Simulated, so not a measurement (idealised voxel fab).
Process module heading - voxel released beams
Displayed cross-section: cut, width of 210 nm, square cells sized 5 nm.
The cross-sections in this document take the form of a grid made of square cells. They are written out as bands, in order from top to bottom. Each band consists of one or more rows of cells. Quick guide to a band line: top height, bottom height (nm) up front; then every material left to right with its width in nm. Only one material and it's marked "everywhere"? Then it fills the band edge to edge. And "air" just means empty space. We count height from 0. Below that, the starting wafer is all one material. The lowest band never ends at the bottom but goes on down; see "0 and below" for how that is written. Read "30->40" as a graded width: first number on top, second number at the bottom, same change between each pair of neighbouring rows. Given "no alteration" for a step, no cell of the cross-section differs between before and after that step. Entry "Unvented internal voids". Content: empty spaces with no open connection to the top, size 8 cells or greater. Each: width x height at distance. Distance: from left edge. Unit: nm. Where a step's line continues beyond its settings, the continuation is a remark by the simulator itself on that step. When a step includes a mask, the "overlay nm" setting on its line states how far to the right of its planned place that mask lay, and negative values state how far to the left.

-- Steps planned for the process
| 1 | RECEIVE, material Si |
| 2 | CONFORMAL_DEP, material Al2O3, thk nm 5 |
| 3 | DIRECTIONAL_DEP, material SiO2, thk nm 20 |
| 4 | MASKED_ETCH, tone open, mask id ANCHOR, width nm 40, etch materials SiO2, depth nm 20, overlay nm 0 |
| 5 | CONFORMAL_DEP, material W, thk nm 15 |
| 6 | PATTERN, tone cover, mask id BEAM, material resist, width nm 105, thk nm 15, overlay nm 0 |
| 7 | DIRECTIONAL_ETCH, etch materials W, depth nm 15 |
| 8 | STRIP, etch materials resist |
| 9 | STRIP, etch materials SiO2 |
Be aware that, although all wafers share a common starting state, the thk nm at step 2 differs among them, and the plan displays the first wafer's value.

-- Cross-section: the first of several wafers in its as-received state, i.e. following step 1
  0 and below: Si everywhere
  Unvented internal voids: none

-- Shown in cross-section: the first of several wafers at the end of the module, after its last step, step 9
  40 down to 25: air 50 nm; W 20 nm; air 10 nm; W 75 nm; air 55 nm
  25 down to 20: air 55 nm; W 15 nm; air 10 nm; W 15 nm; air 115 nm
  20 down to 5: air 55 nm; W 40 nm; air 115 nm
  5 down to 0: Al2O3 everywhere
  0 and below: Si everywhere
  Unvented internal voids: none

-- Cross-sectional view, end of module, last wafer of several
  55 down to 40: air 50 nm; W 20 nm; air 10 nm; W 75 nm; air 55 nm
  40 down to 35: air 55 nm; W 15 nm; air 10 nm; W 15 nm; air 115 nm
  35 down to 20: air 55 nm; W 40 nm; air 115 nm
  20 down to 0: Al2O3 everywhere
  0 and below: Si everywhere
  Unvented internal voids: none

-- Take any row and you have a wafer at the end of the module: how many cells of each material it has gained (+) or lost (-) since it was received, and then its closed voids
thk nm 5; +42 Al2O3; +87 W; Unvented internal voids: none
thk nm 10; +84 Al2O3; +87 W; Unvented internal voids: none
thk nm 15; +126 Al2O3; +87 W; Unvented internal voids: none
thk nm 20; +168 Al2O3; +87 W; Unvented internal voids: none
